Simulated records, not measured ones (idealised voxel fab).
Name of the process module below: voxel tone inversion
We display cut, a cross-section 295 nm in width whose square cells are each 5 nm.
Cross-section spec: square-cell grid; bands listed top down; each band is one or more rows.
Heads up on the band format: heights come first, top then bottom, in nm. After that it's the materials left to right, each with its width in nm. A single material flagged "edge to edge" fills the whole band edge to edge, and "blank" means there's empty space there.
Height is counted from the level 0, under which the received wafer is composed throughout of one material. The lowest of the bands is not closed at the bottom but continues downward, in the notation "top 0, no bottom".
Graded width ("30 to 40"): value in top row of band = first number; value in bottom row = second number; row-to-row change constant.
Reading "everything unchanged" for a step: not a cell of the cross-section changed in it.
"Enclosed void listing": sealed empty spaces, 8 cells or more, no open way to top, listed width x height at distance, with distance from the left edge and width, height and distance in nm.
Anything after a step's settings on that line? It's the simulator's own note about the step.
overlay nm: mask right of planned place by this much (step with mask). Neg. = left.
In what follows, pairs of cross-sections are presented, each taken before and after one process step, with the after cross-section shown only down to the lowest band that was altered; the step, together with its settings, is stated below the pair. The pairs may stem from different runs of this module on the same starting wafer; accordingly, a pair should be taken as continuing from the one above it solely where its entry headed "Incoming profile" indicates as much.

### Incoming profile
- top 0, no bottom: Si edge to edge
- Enclosed void listing: none

### Cut View, Post-Step
- top 5, bottom 0: SiCN edge to edge
- Below 0, the layers are the same as they were.
- Enclosed void listing: none
Step taken after the before cross-section and before the after cross-section above: CONFORMAL_DEP with material SiCN, thk nm 5

Incoming profile: identical to the post-step cross-section of the immediately preceding pair.

### Cut View, Post-Step
- top 30, bottom 5: aC edge to edge
- Below 5, the layers are the same as they were.
- Enclosed void listing: none
Step taken after the before cross-section and before the after cross-section above: DIRECTIONAL_DEP with material aC, thk nm 25

Incoming profile: identical to the post-step cross-section of the immediately preceding pair.

### Cut View, Post-Step
- top 65, bottom 30: 75 nm blank / 25 nm resist / 15 nm blank / 25 nm resist / 15 nm blank / 25 nm resist / 15 nm blank / 25 nm resist / 75 nm blank
- Below 30, the layers are the same as they were.
- Enclosed void listing: none
Step taken after the before cross-section and before the after cross-section above: PATTERN with tone cover, mask id POSTS, material resist, width nm 25, pitch nm 40, thk nm 35, overlay nm 0

Incoming profile: identical to the post-step cross-section of the immediately preceding pair.

### Cut View, Post-Step
- top 40, bottom 30: 75 nm blank / 25 nm resist / 15 nm blank / 25 nm resist / 15 nm blank / 25 nm resist / 15 nm blank / 25 nm resist / 75 nm blank
- top 30, bottom 5: 75 nm blank / 25 nm aC / 15 nm blank / 25 nm aC / 15 nm blank / 25 nm aC / 15 nm blank / 25 nm aC / 75 nm blank
- Below 5, the layers are the same as they were.
- Enclosed void listing: none
Step taken after the before cross-section and before the after cross-section above: DIRECTIONAL_ETCH with etch materials aC, depth nm 25

Incoming profile: identical to the post-step cross-section of the immediately preceding pair.

### Cut View, Post-Step
- top 30, bottom 5: 75 nm blank / 25 nm aC / 15 nm blank / 25 nm aC / 15 nm blank / 25 nm aC / 15 nm blank / 25 nm aC / 75 nm blank
- Below 5, the layers are the same as they were.
- Enclosed void listing: none
Step taken after the before cross-section and before the after cross-section above: STRIP with etch materials resist

Incoming profile: identical to the post-step cross-section of the immediately preceding pair.

### Cut View, Post-Step
- top 35, bottom 30: lowk edge to edge
- top 30, bottom 5: 75 nm lowk / 25 nm aC / 15 nm lowk / 25 nm aC / 15 nm lowk / 25 nm aC / 15 nm lowk / 25 nm aC / 75 nm lowk
- Below 5, the layers are the same as they were.
- Enclosed void listing: none
Step taken after the before cross-section and before the after cross-section above: FILL_DEP with material lowk, thk nm 5

Incoming profile: identical to the post-step cross-section of the immediately preceding pair.

### Cut View, Post-Step
- top 30, bottom 5: 75 nm lowk / 25 nm aC / 15 nm lowk / 25 nm aC / 15 nm lowk / 25 nm aC / 15 nm lowk / 25 nm aC / 75 nm lowk
- Below 5, the layers are the same as they were.
- Enclosed void listing: none
Step taken after the before cross-section and before the after cross-section above: CMP with height nm 30

Incoming profile: identical to the post-step cross-section of the immediately preceding pair.

### Cut View, Post-Step
- top 30, bottom 5: 75 nm lowk / 25 nm blank / 15 nm lowk / 25 nm blank / 15 nm lowk / 25 nm blank / 15 nm lowk / 25 nm blank / 75 nm lowk
- Below 5, the layers are the same as they were.
- Enclosed void listing: none
Step taken after the before cross-section and before the after cross-section above: STRIP with etch materials aC

### Incoming profile
- top 0, no bottom: Si edge to edge
- Enclosed void listing: none

### Cut View, Post-Step
- top 25, bottom 0: aC edge to edge
- Below 0, the layers are the same as they were.
- Enclosed void listing: none
Step taken after the before cross-section and before the after cross-section above: DIRECTIONAL_DEP with material aC, thk nm 25

Incoming profile: identical to the post-step cross-section of the immediately preceding pair.

### Cut View, Post-Step
- top 60, bottom 25: 75 nm blank / 25 nm resist / 15 nm blank / 25 nm resist / 15 nm blank / 25 nm resist / 15 nm blank / 25 nm resist / 75 nm blank
- Below 25, the layers are the same as they were.
- Enclosed void listing: none
Step taken after the before cross-section and before the after cross-section above: PATTERN with tone cover, mask id POSTS, material resist, width nm 25, pitch nm 40, thk nm 35, overlay nm 0

Incoming profile: identical to the post-step cross-section of the immediately preceding pair.

### Cut View, Post-Step
- top 35, bottom 25: 75 nm blank / 25 nm resist / 15 nm blank / 25 nm resist / 15 nm blank / 25 nm resist / 15 nm blank / 25 nm resist / 75 nm blank
- top 25, bottom 0: 75 nm blank / 25 nm aC / 15 nm blank / 25 nm aC / 15 nm blank / 25 nm aC / 15 nm blank / 25 nm aC / 75 nm blank
- Below 0, the layers are the same as they were.
- Enclosed void listing: none
Step taken after the before cross-section and before the after cross-section above: DIRECTIONAL_ETCH with etch materials aC, depth nm 25

Incoming profile: identical to the post-step cross-section of the immediately preceding pair.

### Cut View, Post-Step
- top 25, bottom 0: 75 nm blank / 25 nm aC / 15 nm blank / 25 nm aC / 15 nm blank / 25 nm aC / 15 nm blank / 25 nm aC / 75 nm blank
- Below 0, the layers are the same as they were.
- Enclosed void listing: none
Step taken after the before cross-section and before the after cross-section above: STRIP with etch materials resist

Incoming profile: identical to the post-step cross-section of the immediately preceding pair.

### Cut View, Post-Step
- top 30, bottom 25: lowk edge to edge
- top 25, bottom 0: 75 nm lowk / 25 nm aC / 15 nm lowk / 25 nm aC / 15 nm lowk / 25 nm aC / 15 nm lowk / 25 nm aC / 75 nm lowk
- Below 0, the layers are the same as they were.
- Enclosed void listing: none
Step taken after the before cross-section and before the after cross-section above: FILL_DEP with material lowk, thk nm 5

### Incoming profile
- top 25, bottom 0: aC edge to edge
- top 0, no bottom: Si edge to edge
- Enclosed void listing: none

### Cut View, Post-Step
- top 30, bottom 25: SiCN edge to edge
- Below 25, the layers are the same as they were.
- Enclosed void listing: none
Step taken after the before cross-section and before the after cross-section above: CONFORMAL_DEP with material SiCN, thk nm 5

Incoming profile: identical to the post-step cross-section of the immediately preceding pair.

### Cut View, Post-Step
- top 65, bottom 30: 75 nm blank / 25 nm resist / 15 nm blank / 25 nm resist / 15 nm blank / 25 nm resist / 15 nm blank / 25 nm resist / 75 nm blank
- Below 30, the layers are the same as they were.
- Enclosed void listing: none
Step taken after the before cross-section and before the after cross-section above: PATTERN with tone cover, mask id POSTS, material resist, width nm 25, pitch nm 40, thk nm 35, overlay nm 0

Incoming profile: identical to the post-step cross-section of the immediately preceding pair.

### Cut View, Post-Step
- top 40, bottom 30: 75 nm blank / 25 nm resist / 15 nm blank / 25 nm resist / 15 nm blank / 25 nm resist / 15 nm blank / 25 nm resist / 75 nm blank
- Below 30, the layers are the same as they were.
- Enclosed void listing: none
Step taken after the before cross-section and before the after cross-section above: DIRECTIONAL_ETCH with etch materials aC, depth nm 25

Incoming profile: identical to the post-step cross-section of the immediately preceding pair.

### Cut View, Post-Step
- top 30, bottom 25: SiCN edge to edge
- Below 25, the layers are the same as they were.
- Enclosed void listing: none
Step taken after the before cross-section and before the after cross-section above: STRIP with etch materials resist

Incoming profile: identical to the post-step cross-section of the immediately preceding pair.

### Cut View, Post-Step
- top 35, bottom 30: lowk edge to edge
- Below 30, the layers are the same as they were.
- Enclosed void listing: none
Step taken after the before cross-section and before the after cross-section above: FILL_DEP with material lowk, thk nm 5

Incoming profile: identical to the post-step cross-section of the immediately preceding pair.

### Cut View, Post-Step
- top 30, bottom 25: SiCN edge to edge
- Below 25, the layers are the same as they were.
- Enclosed void listing: none
Step taken after the before cross-section and before the after cross-section above: CMP with height nm 30

### Incoming profile
- top 5, bottom 0: SiCN edge to edge
- top 0, no bottom: Si edge to edge
- Enclosed void listing: none

### Cut View, Post-Step
- top 25, bottom 5: aC edge to edge
- Below 5, the layers are the same as they were.
- Enclosed void listing: none
Step taken after the before cross-section and before the after cross-section above: DIRECTIONAL_DEP with material aC, thk nm 20

Incoming profile: identical to the post-step cross-section of the immediately preceding pair.

### Cut View, Post-Step
- top 60, bottom 25: 75 nm blank / 25 nm resist / 15 nm blank / 25 nm resist / 15 nm blank / 25 nm resist / 15 nm blank / 25 nm resist / 75 nm blank
- Below 25, the layers are the same as they were.
- Enclosed void listing: none
Step taken after the before cross-section and before the after cross-section above: PATTERN with tone cover, mask id POSTS, material resist, width nm 25, pitch nm 40, thk nm 35, overlay nm 0

Incoming profile: identical to the post-step cross-section of the immediately preceding pair.

### Cut View, Post-Step
- top 35, bottom 25: 75 nm blank / 25 nm resist / 15 nm blank / 25 nm resist / 15 nm blank / 25 nm resist / 15 nm blank / 25 nm resist / 75 nm blank
- top 25, bottom 5: 75 nm blank / 25 nm aC / 15 nm blank / 25 nm aC / 15 nm blank / 25 nm aC / 15 nm blank / 25 nm aC / 75 nm blank
- Below 5, the layers are the same as they were.
- Enclosed void listing: none
Step taken after the before cross-section and before the after cross-section above: DIRECTIONAL_ETCH with etch materials aC, depth nm 25

Incoming profile: identical to the post-step cross-section of the immediately preceding pair.

### Cut View, Post-Step
- top 25, bottom 5: 75 nm blank / 25 nm aC / 15 nm blank / 25 nm aC / 15 nm blank / 25 nm aC / 15 nm blank / 25 nm aC / 75 nm blank
- Below 5, the layers are the same as they were.
- Enclosed void listing: none
Step taken after the before cross-section and before the after cross-section above: STRIP with etch materials resist

Incoming profile: identical to the post-step cross-section of the immediately preceding pair.

### Cut View, Post-Step
- top 30, bottom 25: lowk edge to edge
- top 25, bottom 5: 75 nm lowk / 25 nm aC / 15 nm lowk / 25 nm aC / 15 nm lowk / 25 nm aC / 15 nm lowk / 25 nm aC / 75 nm lowk
- Below 5, the layers are the same as they were.
- Enclosed void listing: none
Step taken after the before cross-section and before the after cross-section above: FILL_DEP with material lowk, thk nm 5

### Incoming profile
- top 30, bottom 5: aC edge to edge
- top 5, bottom 0: SiCN edge to edge
- top 0, no bottom: Si edge to edge
- Enclosed void listing: none

### Cut View, Post-Step
- top 65, bottom 30: 80 nm blank / 15 nm resist / 25 nm blank / 15 nm resist / 25 nm blank / 15 nm resist / 25 nm blank / 15 nm resist / 80 nm blank
- Below 30, the layers are the same as they were.
- Enclosed void listing: none
Step taken after the before cross-section and before the after cross-section above: PATTERN with tone cover, mask id POSTS, material resist, width nm 15, pitch nm 40, thk nm 35, overlay nm 0

Incoming profile: identical to the post-step cross-section of the immediately preceding pair.

### Cut View, Post-Step
- top 40, bottom 30: 80 nm blank / 15 nm resist / 25 nm blank / 15 nm resist / 25 nm blank / 15 nm resist / 25 nm blank / 15 nm resist / 80 nm blank
- top 30, bottom 5: 80 nm blank / 15 nm aC / 25 nm blank / 15 nm aC / 25 nm blank / 15 nm aC / 25 nm blank / 15 nm aC / 80 nm blank
- Below 5, the layers are the same as they were.
- Enclosed void listing: none
Step taken after the before cross-section and before the after cross-section above: DIRECTIONAL_ETCH with etch materials aC, depth nm 25

Incoming profile: identical to the post-step cross-section of the immediately preceding pair.

### Cut View, Post-Step
- top 30, bottom 5: 80 nm blank / 15 nm aC / 25 nm blank / 15 nm aC / 25 nm blank / 15 nm aC / 25 nm blank / 15 nm aC / 80 nm blank
- Below 5, the layers are the same as they were.
- Enclosed void listing: none
Step taken after the before cross-section and before the after cross-section above: STRIP with etch materials resist

Incoming profile: identical to the post-step cross-section of the immediately preceding pair.

### Cut View, Post-Step
- top 35, bottom 30: lowk edge to edge
- top 30, bottom 5: 80 nm lowk / 15 nm aC / 25 nm lowk / 15 nm aC / 25 nm lowk / 15 nm aC / 25 nm lowk / 15 nm aC / 80 nm lowk
- Below 5, the layers are the same as they were.
- Enclosed void listing: none
Step taken after the before cross-section and before the after cross-section above: FILL_DEP with material lowk, thk nm 5

Incoming profile: identical to the post-step cross-section of the immediately preceding pair.

### Cut View, Post-Step
- top 30, bottom 5: 80 nm lowk / 15 nm aC / 25 nm lowk / 15 nm aC / 25 nm lowk / 15 nm aC / 25 nm lowk / 15 nm aC / 80 nm lowk
- Below 5, the layers are the same as they were.
- Enclosed void listing: none
Step taken after the before cross-section and before the after cross-section above: CMP with height nm 30

Incoming profile: identical to the post-step cross-section of the immediately preceding pair.

### Cut View, Post-Step
- top 30, bottom 5: 80 nm lowk / 15 nm blank / 25 nm lowk / 15 nm blank / 25 nm lowk / 15 nm blank / 25 nm lowk / 15 nm blank / 80 nm lowk
- Below 5, the layers are the same as they were.
- Enclosed void listing: none
Step taken after the before cross-section and before the after cross-section above: STRIP with etch materials aC

### Incoming profile
- top 30, bottom 5: aC edge to edge
- top 5, bottom 0: SiCN edge to edge
- top 0, no bottom: Si edge to edge
- Enclosed void listing: none

### Cut View, Post-Step
- top 65, bottom 30: 70 nm blank / 25 nm resist / 15 nm blank / 25 nm resist / 15 nm blank / 25 nm resist / 15 nm blank / 25 nm resist / 80 nm blank
- Below 30, the layers are the same as they were.
- Enclosed void listing: none
Step taken after the before cross-section and before the after cross-section above: PATTERN with tone cover, mask id POSTS, material resist, width nm 25, pitch nm 40, thk nm 35, overlay nm -5

Incoming profile: identical to the post-step cross-section of the immediately preceding pair.

### Cut View, Post-Step
- top 40, bottom 30: 70 nm blank / 25 nm resist / 15 nm blank / 25 nm resist / 15 nm blank / 25 nm resist / 15 nm blank / 25 nm resist / 80 nm blank
- top 30, bottom 5: 70 nm blank / 25 nm aC / 15 nm blank / 25 nm aC / 15 nm blank / 25 nm aC / 15 nm blank / 25 nm aC / 80 nm blank
- Below 5, the layers are the same as they were.
- Enclosed void listing: none
Step taken after the before cross-section and before the after cross-section above: DIRECTIONAL_ETCH with etch materials aC, depth nm 25

Incoming profile: identical to the post-step cross-section of the immediately preceding pair.

### Cut View, Post-Step
- top 30, bottom 5: 70 nm blank / 25 nm aC / 15 nm blank / 25 nm aC / 15 nm blank / 25 nm aC / 15 nm blank / 25 nm aC / 80 nm blank
- Below 5, the layers are the same as they were.
- Enclosed void listing: none
Step taken after the before cross-section and before the after cross-section above: STRIP with etch materials resist

Incoming profile: identical to the post-step cross-section of the immediately preceding pair.

### Cut View, Post-Step
- top 35, bottom 30: lowk edge to edge
- top 30, bottom 5: 70 nm lowk / 25 nm aC / 15 nm lowk / 25 nm aC / 15 nm lowk / 25 nm aC / 15 nm lowk / 25 nm aC / 80 nm lowk
- Below 5, the layers are the same as they were.
- Enclosed void listing: none
Step taken after the before cross-section and before the after cross-section above: FILL_DEP with material lowk, thk nm 5

Incoming profile: identical to the post-step cross-section of the immediately preceding pair.

### Cut View, Post-Step
- top 30, bottom 5: 70 nm lowk / 25 nm aC / 15 nm lowk / 25 nm aC / 15 nm lowk / 25 nm aC / 15 nm lowk / 25 nm aC / 80 nm lowk
- Below 5, the layers are the same as they were.
- Enclosed void listing: none
Step taken after the before cross-section and before the after cross-section above: CMP with height nm 30

Incoming profile: identical to the post-step cross-section of the immediately preceding pair.

### Cut View, Post-Step
- top 30, bottom 5: 70 nm lowk / 25 nm blank / 15 nm lowk / 25 nm blank / 15 nm lowk / 25 nm blank / 15 nm lowk / 25 nm blank / 80 nm lowk
- Below 5, the layers are the same as they were.
- Enclosed void listing: none
Step taken after the before cross-section and before the after cross-section above: STRIP with etch materials aC

### Incoming profile
- top 30, bottom 5: 75 nm blank / 25 nm aC / 15 nm blank / 25 nm aC / 15 nm blank / 25 nm aC / 15 nm blank / 25 nm aC / 75 nm blank
- top 5, bottom 0: SiCN edge to edge
- top 0, no bottom: Si edge to edge
- Enclosed void listing: none

### Cut View, Post-Step
- top 35, bottom 30: SiCN edge to edge
- top 30, bottom 5: 75 nm SiCN / 25 nm aC / 15 nm SiCN / 25 nm aC / 15 nm SiCN / 25 nm aC / 15 nm SiCN / 25 nm aC / 75 nm SiCN
- Below 5, the layers are the same as they were.
- Enclosed void listing: none
Step taken after the before cross-section and before the after cross-section above: FILL_DEP with material SiCN, thk nm 5

Incoming profile: identical to the post-step cross-section of the immediately preceding pair.

### Cut View, Post-Step
- top 30, bottom 5: 75 nm SiCN / 25 nm aC / 15 nm SiCN / 25 nm aC / 15 nm SiCN / 25 nm aC / 15 nm SiCN / 25 nm aC / 75 nm SiCN
- Below 5, the layers are the same as they were.
- Enclosed void listing: none
Step taken after the before cross-section and before the after cross-section above: CMP with height nm 30

Incoming profile: identical to the post-step cross-section of the immediately preceding pair.

### Cut View, Post-Step
- top 30, bottom 5: 75 nm SiCN / 25 nm blank / 15 nm SiCN / 25 nm blank / 15 nm SiCN / 25 nm blank / 15 nm SiCN / 25 nm blank / 75 nm SiCN
- Below 5, the layers are the same as they were.
- Enclosed void listing: none
Step taken after the before cross-section and before the after cross-section above: STRIP with etch materials aC

### Incoming profile
- top 30, bottom 5: aC edge to edge
- top 5, bottom 0: SiCN edge to edge
- top 0, no bottom: Si edge to edge
- Enclosed void listing: none

### Cut View, Post-Step
- top 65, bottom 30: 75 nm resist / 25 nm blank / 15 nm resist / 25 nm blank / 15 nm resist / 25 nm blank / 15 nm resist / 25 nm blank / 75 nm resist
- Below 30, the layers are the same as they were.
- Enclosed void listing: none
Step taken after the before cross-section and before the after cross-section above: PATTERN with tone open, mask id POSTS, material resist, width nm 25, pitch nm 40, thk nm 35, overlay nm 0

Incoming profile: identical to the post-step cross-section of the immediately preceding pair.

### Cut View, Post-Step
- top 40, bottom 30: 75 nm resist / 25 nm blank / 15 nm resist / 25 nm blank / 15 nm resist / 25 nm blank / 15 nm resist / 25 nm blank / 75 nm resist
- top 30, bottom 5: 75 nm aC / 25 nm blank / 15 nm aC / 25 nm blank / 15 nm aC / 25 nm blank / 15 nm aC / 25 nm blank / 75 nm aC
- Below 5, the layers are the same as they were.
- Enclosed void listing: none
Step taken after the before cross-section and before the after cross-section above: DIRECTIONAL_ETCH with etch materials aC, depth nm 25

Incoming profile: identical to the post-step cross-section of the immediately preceding pair.

### Cut View, Post-Step
- top 30, bottom 5: 75 nm aC / 25 nm blank / 15 nm aC / 25 nm blank / 15 nm aC / 25 nm blank / 15 nm aC / 25 nm blank / 75 nm aC
- Below 5, the layers are the same as they were.
- Enclosed void listing: none
Step taken after the before cross-section and before the after cross-section above: STRIP with etch materials resist

Incoming profile: identical to the post-step cross-section of the immediately preceding pair.

### Cut View, Post-Step
- top 35, bottom 30: lowk edge to edge
- top 30, bottom 5: 75 nm aC / 25 nm lowk / 15 nm aC / 25 nm lowk / 15 nm aC / 25 nm lowk / 15 nm aC / 25 nm lowk / 75 nm aC
- Below 5, the layers are the same as they were.
- Enclosed void listing: none
Step taken after the before cross-section and before the after cross-section above: FILL_DEP with material lowk, thk nm 5

Incoming profile: identical to the post-step cross-section of the immediately preceding pair.

### Cut View, Post-Step
- top 30, bottom 5: 75 nm aC / 25 nm lowk / 15 nm aC / 25 nm lowk / 15 nm aC / 25 nm lowk / 15 nm aC / 25 nm lowk / 75 nm aC
- Below 5, the layers are the same as they were.
- Enclosed void listing: none
Step taken after the before cross-section and before the after cross-section above: CMP with height nm 30

Incoming profile: identical to the post-step cross-section of the immediately preceding pair.

### Cut View, Post-Step
- top 30, bottom 5: 75 nm blank / 25 nm lowk / 15 nm blank / 25 nm lowk / 15 nm blank / 25 nm lowk / 15 nm blank / 25 nm lowk / 75 nm blank
- Below 5, the layers are the same as they were.
- Enclosed void listing: none
Step taken after the before cross-section and before the after cross-section above: STRIP with etch materials aC
